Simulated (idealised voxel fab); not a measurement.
process module | voxel trench capacitor
cross-section cut | 245 nm wide | cells 5 nm
A cross-section is a grid of square cells, given in bands from the top down. A band is one or more rows of cells.
Each band's line starts with the height of the band's top and of its bottom, in nm. Then come its materials from left to right, each with its width in nm. One material with "throughout" fills the band from edge to edge. "air" is empty space.
Height 0 is the level under which the wafer as received is all one material. The lowest band goes on downwards, as in "0 down".
A width such as "30 to 40" changes by the same amount from each row of cells to the next, from the band's top row to its bottom row.
"no change" after a step means that no cell of the cross-section changed.
closed voids: empty space of 8 cells or more with no open way to the top, each as width x height at its distance from the left edge, in nm
after a step's settings: what the simulator itself notes on the step
overlay nm, on a step with a mask: how far to the right of its planned place the mask lay; to the left if negative
plan
1 op RECEIVE | material Si
2 op CONFORMAL_DEP | material SiN | thk nm 10
3 op MASKED_ETCH | tone open | mask id TRENCH | width nm 20 | pitch nm 40 | etch materials SiN | depth nm 10 | overlay nm -15
4 op MASKED_ETCH | tone open | mask id TRENCH | width nm 20 | pitch nm 40 | etch materials Si | depth nm 30 | overlay nm 0
5 op CONFORMAL_DEP | material SiO2 | thk nm 5
6 op FILL_DEP | material polySi | thk nm 10
7 op CMP | height nm 10
varied across the wafers: overlay nm of step 3. The plan shows the first wafer's value. All wafers start alike
first wafer as received, after step 1
  0 down: Si throughout
  closed voids: none
each wafer at the end: cells of each material gained (+) or lost (-) since it was received, then its closed voids
overlay nm -15 | -12 Si | +82 SiN | +24 SiO2 | +4 polySi | closed voids: none
overlay nm -10 | -24 Si | +82 SiN | +36 SiO2 | +4 polySi | closed voids: none
overlay nm -5 | -36 Si | +82 SiN | +36 SiO2 | +16 polySi | closed voids: none
overlay nm 0 | -48 Si | +82 SiN | +36 SiO2 | +28 polySi | closed voids: none
overlay nm 5 | -36 Si | +82 SiN | +36 SiO2 | +16 polySi | closed voids: none
overlay nm 10 | -24 Si | +82 SiN | +36 SiO2 | +4 polySi | closed voids: none
overlay nm 15 | -12 Si | +82 SiN | +24 SiO2 | +4 polySi | closed voids: none
